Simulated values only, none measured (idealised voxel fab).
The process module that follows is named voxel released beams.
The figure presents cross-section cut, which has a width of 205 nm and is divided into square cells with an edge length of 5 nm.
Cross-sections here: square-cell grids, written as top-down lists of bands, a band being one or more rows of cells.
Heads up on the band format: heights come first, top then bottom, in nm. After that it's the materials left to right, each with its width in nm. A single material flagged "throughout" fills the whole band edge to edge, and "empty" means there's empty space there.
It should be noted that heights are counted from 0, beneath which the wafer as supplied is of one material throughout, and that the lowest band possesses no lower boundary but continues downward, as written in "z 0 and below".
Quick explanation for "30->40": the width changes in equal steps down the rows of cells, from the first number in the band's top row to the second number in its bottom row.
Given "same as before" for a step, no cell of the cross-section differs between before and after that step.
Under "Completely enclosed voids" you'll find the enclosed gaps, the ones with no way out to the top, that are 8 cells or bigger; each reads width x height at distance, with distance counted from the left edge, everything in nm.
after a step's settings: what the simulator itself notes on the step
The "overlay nm" setting may appear on a step's line; for a step that uses a mask, it gives how far to the right of its planned position the mask lay, and a negative value indicates the left.

LIST OF PLANNED PROCESS STEPS
1. RECEIVE: material Si
2. CONFORMAL_DEP: material SiN, thk nm 10
3. DIRECTIONAL_DEP: material SiO2, thk nm 15
4. DIRECTIONAL_DEP: material aC, thk nm 10
5. PATTERN: tone open, mask id ANCHOR, material resist, width nm 35, thk nm 25, overlay nm 0
6. DIRECTIONAL_ETCH: etch materials aC, depth nm 10
7. STRIP: etch materials resist
8. DIRECTIONAL_ETCH: etch materials SiO2, depth nm 15
9. STRIP: etch materials aC
10. CONFORMAL_DEP: material TiN, thk nm 15
11. MASKED_ETCH: tone cover, mask id BEAM, width nm 80, etch materials TiN, depth nm 15, overlay nm 0
12. STRIP: etch materials SiO2

THE CROSS-SECTION HERE SHOWS THE WAFER AS RECEIVED, I.E. IN ITS STATE AFTER STEP 1
    z 0 and below | Si throughout
    Completely enclosed voids: none

CROSS-SECTIONAL VIEW OF THE FIRST OF THE TWO WAFERS UPON COMPLETION OF THE MODULE, PROCESSED IN ACCORDANCE WITH THE PLAN
    z 40 to 25 | 60 empty  20 TiN  5 empty  55 TiN  65 empty
    z 25 to 10 | 65 empty  35 TiN  105 empty
    z 10 to 0 | SiN throughout
    z 0 and below | Si throughout
    Completely enclosed voids: none

CROSS-SECTION, WAFER TWO OF TWO, END OF MODULE: SAME START AND PLAN AS WAFER ONE, ONE ERROR IN EXECUTION
    z 30 to 15 | 60 empty  20 TiN  5 empty  55 TiN  65 empty
    z 15 to 0 | 65 empty  35 TiN  105 empty
    z 0 and below | Si throughout
    Completely enclosed voids: none
Misprocessing identified: step 2 was left out
At the finish, the second wafer shows more or fewer cells for some materials than the first does: -82 SiN
